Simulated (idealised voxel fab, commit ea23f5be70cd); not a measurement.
Process module heading - voxel transistor to metal
Square cell edge 5 nm, section width 185 nm, ID cut.
Cross-section layout: square cells on a grid; listed as bands, top to bottom; a band spans one or more cell rows. Band: top height; bottom height; in nm. Then, left to right: material with width in nm, for each material. "full width": a single material spanning edge to edge. "blank": empty space. Convention: height 0 is the level below which the wafer, as received, is all one material. The lowest band does not terminate at the bottom but continues downward, represented as "0 down". A two-number width, for instance "30 to 40", indicates that the width is equal to the first number in the top row of the band and to the second number in the bottom row, and that it changes by a constant amount per row of cells. Take "nothing different" at face value: in the step it is given for, the cross-section changed in none of its cells. "Enclosed cavity list": empty spaces of 8 cells or more with no open way to the top, each given as width x height at distance, distance from the left edge, all in nm. What comes after the settings on a step's line is commentary from the simulator itself on that step. "overlay nm" denotes, for a step that has a mask, the displacement of the mask to the right of its planned place, with negative values corresponding to the left.
Intended process steps
step 1: RECEIVE [material Si]
step 2: CONFORMAL_DEP [material SiO2] [thk nm 5]
step 3: CONFORMAL_DEP [material SiN] [thk nm 10]
step 4: PATTERN [tone cover] [mask id ACTIVE] [material resist] [width nm 115] [thk nm 20] [overlay nm 0]
step 5: DIRECTIONAL_ETCH [etch materials SiN] [depth nm 10]
step 6: DIRECTIONAL_ETCH [etch materials SiO2] [depth nm 5]
step 7: DIRECTIONAL_ETCH [etch materials Si] [depth nm 35]
step 8: STRIP [etch materials resist]
step 9: OXIDIZE [depth nm 5]
step 10: FILL_DEP [material SiO2] [thk nm 5]
step 11: CMP [height nm 15]
step 12: SELECTIVE_ETCH [etch materials SiO2] [depth nm 10]
step 13: STRIP [etch materials SiN]
step 14: SELECTIVE_ETCH [etch materials SiO2] [depth nm 5]
step 15: OXIDIZE [depth nm 5]
step 16: DIRECTIONAL_DEP [material polySi] [thk nm 25]
step 17: DIRECTIONAL_DEP [material SiCN] [thk nm 15]
step 18: MASKED_ETCH [tone cover] [mask id GATE] [width nm 25] [etch materials SiCN] [depth nm 25] [overlay nm 0]
step 19: MASKED_ETCH [tone cover] [mask id GATE] [width nm 25] [etch materials polySi] [depth nm 35] [overlay nm 0]
step 20: CONFORMAL_DEP [material SiO2] [thk nm 5]
step 21: DIRECTIONAL_ETCH [etch materials SiO2] [depth nm 5]
step 22: CONFORMAL_DEP [material SiN] [thk nm 10]
step 23: DIRECTIONAL_ETCH [etch materials SiN] [depth nm 10]
step 24: DIRECTIONAL_ETCH [etch materials SiO2] [depth nm 5]
step 25: EPI [material pSi] [thk nm 5]
step 26: FILL_DEP [material SiO2] [thk nm 10]
step 27: CMP [height nm 25]
step 28: STRIP [etch materials polySi]
step 29: SELECTIVE_ETCH [etch materials SiO2] [depth nm 5]
step 30: CONFORMAL_DEP [material HfO2] [thk nm 5]
step 31: CONFORMAL_DEP [material TiN] [thk nm 5]
step 32: FILL_DEP [material W] [thk nm 10]
step 33: CMP [height nm 20]
step 34: DIRECTIONAL_DEP [material SiO2] [thk nm 15]
step 35: PATTERN [tone open] [mask id CONTACT] [material resist] [width nm 15] [pitch nm 80] [thk nm 20] [overlay nm 0]
step 36: DIRECTIONAL_ETCH [etch materials SiO2] [depth nm 35]
step 37: STRIP [etch materials resist]
step 38: CONFORMAL_DEP [material TiN] [thk nm 5]
step 39: FILL_DEP [material Ru] [thk nm 5]
step 40: CMP [height nm 35]
step 41: CONFORMAL_DEP [material SiN] [thk nm 5]
step 42: DIRECTIONAL_DEP [material lowk] [thk nm 20]
step 43: MASKED_ETCH [tone open] [mask id METAL_1] [width nm 15] [pitch nm 80] [etch materials lowk] [depth nm 20] [overlay nm 0]
step 44: MASKED_ETCH [tone open] [mask id METAL_1] [width nm 15] [pitch nm 80] [etch materials SiN] [depth nm 5] [overlay nm 0]
step 45: CONFORMAL_DEP [material TiN] [thk nm 5]
step 46: FILL_DEP [material Cu] [thk nm 10]
step 47: CMP [height nm 60]
step 48: CONFORMAL_DEP [material SiN] [thk nm 5]
First wafer of two (run as planned)
Cross-section of the wafer as it came to us, i.e., already through step 1
    0 down: Si full width
    Enclosed cavity list: none
After step 2, in cross-section
    5 to 0: SiO2 full width
    At heights below 0, the structure remains unaltered.
After step 3, in cross-section
    15 to 5: SiN full width
    At heights below 5, the structure remains unaltered.
After step 4, in cross-section
    35 to 15: 35 blank; 115 resist; 35 blank
    At heights below 15, the structure remains unaltered.
After step 5, in cross-section
    35 to 15: 35 blank; 115 resist; 35 blank
    15 to 5: 35 blank; 115 SiN; 35 blank
    At heights below 5, the structure remains unaltered.
After step 6, in cross-section
    35 to 15: 35 blank; 115 resist; 35 blank
    15 to 5: 35 blank; 115 SiN; 35 blank
    5 to 0: 35 blank; 115 SiO2; 35 blank
    At heights below 0, the structure remains unaltered.
After step 7, in cross-section
    35 to 15: 35 blank; 115 resist; 35 blank
    15 to 5: 35 blank; 115 SiN; 35 blank
    5 to 0: 35 blank; 115 SiO2; 35 blank
    0 to -35: 35 blank; 115 Si; 35 blank
    At heights below -35, the structure remains unaltered.
After step 8, in cross-section
    15 to 5: 35 blank; 115 SiN; 35 blank
    At heights below 5, the structure remains unaltered.
After step 9, in cross-section
    15 to 5: 35 blank; 115 SiN; 35 blank
    5 to 0: 35 blank; 115 SiO2; 35 blank
    0 to -35: 35 blank; 5 SiO2; 105 Si; 5 SiO2; 35 blank
    -35 to -40: 40 SiO2; 105 Si; 40 SiO2
    At heights below -40, the structure remains unaltered.
After step 10, in cross-section
    20 to 15: SiO2 full width
    15 to 5: 35 SiO2; 115 SiN; 35 SiO2
    5 to 0: SiO2 full width
    0 to -40: 40 SiO2; 105 Si; 40 SiO2
    At heights below -40, the structure remains unaltered.
After step 11, in cross-section
    15 to 5: 35 SiO2; 115 SiN; 35 SiO2
    At heights below 5, the structure remains unaltered.
After step 12, in cross-section
    15 to 5: 35 blank; 115 SiN; 35 blank
    At heights below 5, the structure remains unaltered.
After step 13, in cross-section
    5 to 0: SiO2 full width
    At heights below 0, the structure remains unaltered.
After step 14, in cross-section
    0 to -40: 40 SiO2; 105 Si; 40 SiO2
    At heights below -40, the structure remains unaltered.
After step 15, in cross-section
    0 to -5: SiO2 full width
    At heights below -5, the structure remains unaltered.
After step 16, in cross-section
    25 to 0: polySi full width
    At heights below 0, the structure remains unaltered.
After step 17, in cross-section
    40 to 25: SiCN full width
    At heights below 25, the structure remains unaltered.
After step 18, in cross-section
    40 to 25: 80 blank; 25 SiCN; 80 blank
    At heights below 25, the structure remains unaltered.
After step 19, in cross-section
    40 to 25: 80 blank; 25 SiCN; 80 blank
    25 to 0: 80 blank; 25 polySi; 80 blank
    At heights below 0, the structure remains unaltered.
After step 20, in cross-section
    45 to 40: 75 blank; 35 SiO2; 75 blank
    40 to 25: 75 blank; 5 SiO2; 25 SiCN; 5 SiO2; 75 blank
    25 to 5: 75 blank; 5 SiO2; 25 polySi; 5 SiO2; 75 blank
    5 to 0: 80 SiO2; 25 polySi; 80 SiO2
    At heights below 0, the structure remains unaltered.
After step 21, in cross-section
    40 to 25: 75 blank; 5 SiO2; 25 SiCN; 5 SiO2; 75 blank
    25 to 0: 75 blank; 5 SiO2; 25 polySi; 5 SiO2; 75 blank
    At heights below 0, the structure remains unaltered.
After step 22, in cross-section
    50 to 40: 65 blank; 55 SiN; 65 blank
    40 to 25: 65 blank; 10 SiN; 5 SiO2; 25 SiCN; 5 SiO2; 10 SiN; 65 blank
    25 to 10: 65 blank; 10 SiN; 5 SiO2; 25 polySi; 5 SiO2; 10 SiN; 65 blank
    10 to 0: 75 SiN; 5 SiO2; 25 polySi; 5 SiO2; 75 SiN
    At heights below 0, the structure remains unaltered.
After step 23, in cross-section
    40 to 25: 65 blank; 10 SiN; 5 SiO2; 25 SiCN; 5 SiO2; 10 SiN; 65 blank
    25 to 0: 65 blank; 10 SiN; 5 SiO2; 25 polySi; 5 SiO2; 10 SiN; 65 blank
    At heights below 0, the structure remains unaltered.
After step 24, in cross-section
    40 to 35: 65 blank; 10 SiN; 5 blank; 25 SiCN; 5 blank; 10 SiN; 65 blank
    35 to 25: 65 blank; 10 SiN; 5 SiO2; 25 SiCN; 5 SiO2; 10 SiN; 65 blank
    25 to 0: 65 blank; 10 SiN; 5 SiO2; 25 polySi; 5 SiO2; 10 SiN; 65 blank
    0 to -5: 65 blank; 55 SiO2; 65 blank
    At heights below -5, the structure remains unaltered.
After step 25, in cross-section
    40 to 35: 65 blank; 10 SiN; 5 blank; 25 SiCN; 5 blank; 10 SiN; 65 blank
    35 to 25: 65 blank; 10 SiN; 5 SiO2; 25 SiCN; 5 SiO2; 10 SiN; 65 blank
    25 to 0: 65 blank; 10 SiN; 5 SiO2; 25 polySi; 5 SiO2; 10 SiN; 65 blank
    0 to -5: 35 blank; 30 pSi; 55 SiO2; 30 pSi; 35 blank
    At heights below -5, the structure remains unaltered.
After step 26, in cross-section
    50 to 40: SiO2 full width
    40 to 25: 65 SiO2; 10 SiN; 5 SiO2; 25 SiCN; 5 SiO2; 10 SiN; 65 SiO2
    25 to 0: 65 SiO2; 10 SiN; 5 SiO2; 25 polySi; 5 SiO2; 10 SiN; 65 SiO2
    0 to -5: 35 SiO2; 30 pSi; 55 SiO2; 30 pSi; 35 SiO2
    At heights below -5, the structure remains unaltered.
After step 27, in cross-section
    25 to 0: 65 SiO2; 10 SiN; 5 SiO2; 25 polySi; 5 SiO2; 10 SiN; 65 SiO2
    At heights below 0, the structure remains unaltered.
After step 28, in cross-section
    25 to 0: 65 SiO2; 10 SiN; 5 SiO2; 25 blank; 5 SiO2; 10 SiN; 65 SiO2
    At heights below 0, the structure remains unaltered.
After step 29, in cross-section
    25 to 20: 65 blank; 10 SiN; 35 blank; 10 SiN; 65 blank
    20 to 0: 65 SiO2; 10 SiN; 35 blank; 10 SiN; 65 SiO2
    0 to -5: 35 SiO2; 30 pSi; 10 SiO2; 35 blank; 10 SiO2; 30 pSi; 35 SiO2
    At heights below -5, the structure remains unaltered.
After step 30, in cross-section
    30 to 25: 60 blank; 20 HfO2; 25 blank; 20 HfO2; 60 blank
    25 to 20: 65 HfO2; 10 SiN; 5 HfO2; 25 blank; 5 HfO2; 10 SiN; 65 HfO2
    20 to 0: 65 SiO2; 10 SiN; 5 HfO2; 25 blank; 5 HfO2; 10 SiN; 65 SiO2
    0 to -5: 35 SiO2; 30 pSi; 10 SiO2; 35 HfO2; 10 SiO2; 30 pSi; 35 SiO2
    At heights below -5, the structure remains unaltered.
After step 31, in cross-section
    35 to 30: 55 blank; 30 TiN; 15 blank; 30 TiN; 55 blank
    30 to 25: 60 TiN; 20 HfO2; 5 TiN; 15 blank; 5 TiN; 20 HfO2; 60 TiN
    25 to 20: 65 HfO2; 10 SiN; 5 HfO2; 5 TiN; 15 blank; 5 TiN; 5 HfO2; 10 SiN; 65 HfO2
    20 to 5: 65 SiO2; 10 SiN; 5 HfO2; 5 TiN; 15 blank; 5 TiN; 5 HfO2; 10 SiN; 65 SiO2
    5 to 0: 65 SiO2; 10 SiN; 5 HfO2; 25 TiN; 5 HfO2; 10 SiN; 65 SiO2
    At heights below 0, the structure remains unaltered.
After step 32, in cross-section
    45 to 35: W full width
    35 to 30: 55 W; 30 TiN; 15 W; 30 TiN; 55 W
    30 to 25: 60 TiN; 20 HfO2; 5 TiN; 15 W; 5 TiN; 20 HfO2; 60 TiN
    25 to 20: 65 HfO2; 10 SiN; 5 HfO2; 5 TiN; 15 W; 5 TiN; 5 HfO2; 10 SiN; 65 HfO2
    20 to 5: 65 SiO2; 10 SiN; 5 HfO2; 5 TiN; 15 W; 5 TiN; 5 HfO2; 10 SiN; 65 SiO2
    At heights below 5, the structure remains unaltered.
After step 33, in cross-section
    20 to 5: 65 SiO2; 10 SiN; 5 HfO2; 5 TiN; 15 W; 5 TiN; 5 HfO2; 10 SiN; 65 SiO2
    At heights below 5, the structure remains unaltered.
After step 34, in cross-section
    35 to 20: SiO2 full width
    At heights below 20, the structure remains unaltered.
After step 35, in cross-section
    55 to 35: 45 resist; 15 blank; 65 resist; 15 blank; 45 resist
    At heights below 35, the structure remains unaltered.
After step 36, in cross-section
    55 to 35: 45 resist; 15 blank; 65 resist; 15 blank; 45 resist
    35 to 20: 45 SiO2; 15 blank; 65 SiO2; 15 blank; 45 SiO2
    20 to 5: 45 SiO2; 15 blank; 5 SiO2; 10 SiN; 5 HfO2; 5 TiN; 15 W; 5 TiN; 5 HfO2; 10 SiN; 5 SiO2; 15 blank; 45 SiO2
    5 to 0: 45 SiO2; 15 blank; 5 SiO2; 10 SiN; 5 HfO2; 25 TiN; 5 HfO2; 10 SiN; 5 SiO2; 15 blank; 45 SiO2
    At heights below 0, the structure remains unaltered.
After step 37, in cross-section
    35 to 20: 45 SiO2; 15 blank; 65 SiO2; 15 blank; 45 SiO2
    At heights below 20, the structure remains unaltered.
After step 38, in cross-section
    40 to 35: 50 TiN; 5 blank; 75 TiN; 5 blank; 50 TiN
    35 to 20: 45 SiO2; 5 TiN; 5 blank; 5 TiN; 65 SiO2; 5 TiN; 5 blank; 5 TiN; 45 SiO2
    20 to 5: 45 SiO2; 5 TiN; 5 blank; 5 TiN; 5 SiO2; 10 SiN; 5 HfO2; 5 TiN; 15 W; 5 TiN; 5 HfO2; 10 SiN; 5 SiO2; 5 TiN; 5 blank; 5 TiN; 45 SiO2
    5 to 0: 45 SiO2; 15 TiN; 5 SiO2; 10 SiN; 5 HfO2; 25 TiN; 5 HfO2; 10 SiN; 5 SiO2; 15 TiN; 45 SiO2
    At heights below 0, the structure remains unaltered.
After step 39, in cross-section
    45 to 40: Ru full width
    40 to 35: 50 TiN; 5 Ru; 75 TiN; 5 Ru; 50 TiN
    35 to 20: 45 SiO2; 5 TiN; 5 Ru; 5 TiN; 65 SiO2; 5 TiN; 5 Ru; 5 TiN; 45 SiO2
    20 to 5: 45 SiO2; 5 TiN; 5 Ru; 5 TiN; 5 SiO2; 10 SiN; 5 HfO2; 5 TiN; 15 W; 5 TiN; 5 HfO2; 10 SiN; 5 SiO2; 5 TiN; 5 Ru; 5 TiN; 45 SiO2
    At heights below 5, the structure remains unaltered.
After step 40, in cross-section
    35 to 20: 45 SiO2; 5 TiN; 5 Ru; 5 TiN; 65 SiO2; 5 TiN; 5 Ru; 5 TiN; 45 SiO2
    At heights below 20, the structure remains unaltered.
After step 41, in cross-section
    40 to 35: SiN full width
    At heights below 35, the structure remains unaltered.
After step 42, in cross-section
    60 to 40: lowk full width
    At heights below 40, the structure remains unaltered.
After step 43, in cross-section
    60 to 40: 45 lowk; 15 blank; 65 lowk; 15 blank; 45 lowk
    At heights below 40, the structure remains unaltered.
After step 44, in cross-section
    60 to 40: 45 lowk; 15 blank; 65 lowk; 15 blank; 45 lowk
    40 to 35: 45 SiN; 15 blank; 65 SiN; 15 blank; 45 SiN
    At heights below 35, the structure remains unaltered.
After step 45, in cross-section
    65 to 60: 50 TiN; 5 blank; 75 TiN; 5 blank; 50 TiN
    60 to 40: 45 lowk; 5 TiN; 5 blank; 5 TiN; 65 lowk; 5 TiN; 5 blank; 5 TiN; 45 lowk
    40 to 35: 45 SiN; 15 TiN; 65 SiN; 15 TiN; 45 SiN
    At heights below 35, the structure remains unaltered.
After step 46, in cross-section
    75 to 65: Cu full width
    65 to 60: 50 TiN; 5 Cu; 75 TiN; 5 Cu; 50 TiN
    60 to 40: 45 lowk; 5 TiN; 5 Cu; 5 TiN; 65 lowk; 5 TiN; 5 Cu; 5 TiN; 45 lowk
    At heights below 40, the structure remains unaltered.
After step 47, in cross-section
    60 to 40: 45 lowk; 5 TiN; 5 Cu; 5 TiN; 65 lowk; 5 TiN; 5 Cu; 5 TiN; 45 lowk
    At heights below 40, the structure remains unaltered.
After step 48, in cross-section
    65 to 60: SiN full width
    At heights below 60, the structure remains unaltered.
second wafer: like start, like plan, one mistake. Through step 43 it matches the first wafer
Cross-sectional representation of the second wafer at the time designated in the plan for the completion of step 44
    60 to 40: 45 lowk; 15 blank; 65 lowk; 15 blank; 45 lowk
    40 to 35: 45 SiN; 10 blank; 70 SiN; 10 blank; 50 SiN
    At heights below 35, the structure remains unaltered.
Cross-sectional representation of the second wafer at the time designated in the plan for the completion of step 45
    65 to 60: 50 TiN; 5 blank; 75 TiN; 5 blank; 50 TiN
    60 to 45: 45 lowk; 5 TiN; 5 blank; 5 TiN; 65 lowk; 5 TiN; 5 blank; 5 TiN; 45 lowk
    45 to 40: 45 lowk; 15 TiN; 65 lowk; 15 TiN; 45 lowk
    40 to 35: 45 SiN; 10 TiN; 70 SiN; 10 TiN; 50 SiN
    At heights below 35, the structure remains unaltered.
Cross-sectional representation of the second wafer at the time designated in the plan for the completion of step 46
    75 to 65: Cu full width
    65 to 60: 50 TiN; 5 Cu; 75 TiN; 5 Cu; 50 TiN
    60 to 45: 45 lowk; 5 TiN; 5 Cu; 5 TiN; 65 lowk; 5 TiN; 5 Cu; 5 TiN; 45 lowk
    At heights below 45, the structure remains unaltered.
Cross-sectional representation of the second wafer at the time designated in the plan for the completion of step 47
    60 to 45: 45 lowk; 5 TiN; 5 Cu; 5 TiN; 65 lowk; 5 TiN; 5 Cu; 5 TiN; 45 lowk
    At heights below 45, the structure remains unaltered.
Cross-sectional representation of the second wafer at the time designated in the plan for the completion of step 48
    65 to 60: SiN full width
    At heights below 60, the structure remains unaltered.
The plan and the run diverged here: step 44 was not run as planned; what actually ran was MASKED_ETCH [tone open] [mask id METAL_1] [width nm 15] [pitch nm 80] [etch materials SiN] [depth nm 5] [overlay nm -5]
The final cell counts differ between the wafers, with the second having more or fewer of some materials than the first: 2 fewer of Cu, 2 more of SiN
